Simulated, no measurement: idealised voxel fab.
Process module heading - voxel double patterning
Displayed cross-section: cut, width of 220 nm, square cells sized 5 nm.
This document writes a cross-section as a grid whose cells are square, and gives it as bands, listed from the top down; one or more rows of cells form a band. Quick guide to a band line: top height, bottom height (nm) up front; then every material left to right with its width in nm. Only one material and it's marked "edge to edge"? Then it fills the band edge to edge. And "air" just means empty space. For the purposes of this specification, 0 denotes the height below which the wafer in its as-received condition is composed wholly of one material, and the lowermost band, lacking a lower limit, extends downward without end, as expressed in "0 down". A width such as "30->40" changes by the same amount from each row of cells to the next, from the band's top row to its bottom row. "left unchanged", as given for a step, is the statement that not any cell of the cross-section underwent a change during that step. Closed empty spaces (no open way to the top) of 8 cells or more are what "Voids, sealed" lists, each as width x height at distance from the left edge, nm for all three. Past the settings on a step's line: simulator remark, on that step. "overlay nm" denotes, for a step that has a mask, the displacement of the mask to the right of its planned place, with negative values corresponding to the left.

Intended process steps:
step 1: RECEIVE with material Si
step 2: CONFORMAL_DEP with material SiO2, thk nm 5
step 3: DIRECTIONAL_DEP with material TiN, thk nm 15
step 4: DIRECTIONAL_DEP with material SiCN, thk nm 10
step 5: PATTERN with tone open, mask id FIRST, material resist, width nm 15, pitch nm 50, thk nm 15, overlay nm 0
step 6: DIRECTIONAL_ETCH with etch materials SiCN, depth nm 10
step 7: STRIP with etch materials resist
step 8: DIRECTIONAL_DEP with material aC, thk nm 10
step 9: PATTERN with tone open, mask id SECOND, material resist, width nm 15, thk nm 25, overlay nm 0
step 10: DIRECTIONAL_ETCH with etch materials aC, depth nm 10
step 11: STRIP with etch materials resist
step 12: DIRECTIONAL_ETCH with etch materials SiCN, depth nm 10
step 13: STRIP with etch materials aC
step 14: DIRECTIONAL_ETCH with etch materials TiN, depth nm 15
step 15: STRIP with etch materials SiCN

So this is the incoming wafer in cross-section - it's already been through step 1:
  0 down  Si edge to edge
  Voids, sealed: none

Starting wafer: above. Plan: above. Run: one mistake. Cross-section after the module: below:
  20 to 5  75 TiN, then 20 air, then 5 TiN, then 15 air, then 10 TiN, then 20 air, then 75 TiN
  5 to 0  SiO2 edge to edge
  0 down  Si edge to edge
  Voids, sealed: none
Nonconformance to the process plan: for step 5, the planned setting was not used; the step was instead run as PATTERN with tone open, mask id FIRST, material resist, width nm 20, pitch nm 50, thk nm 15, overlay nm 0
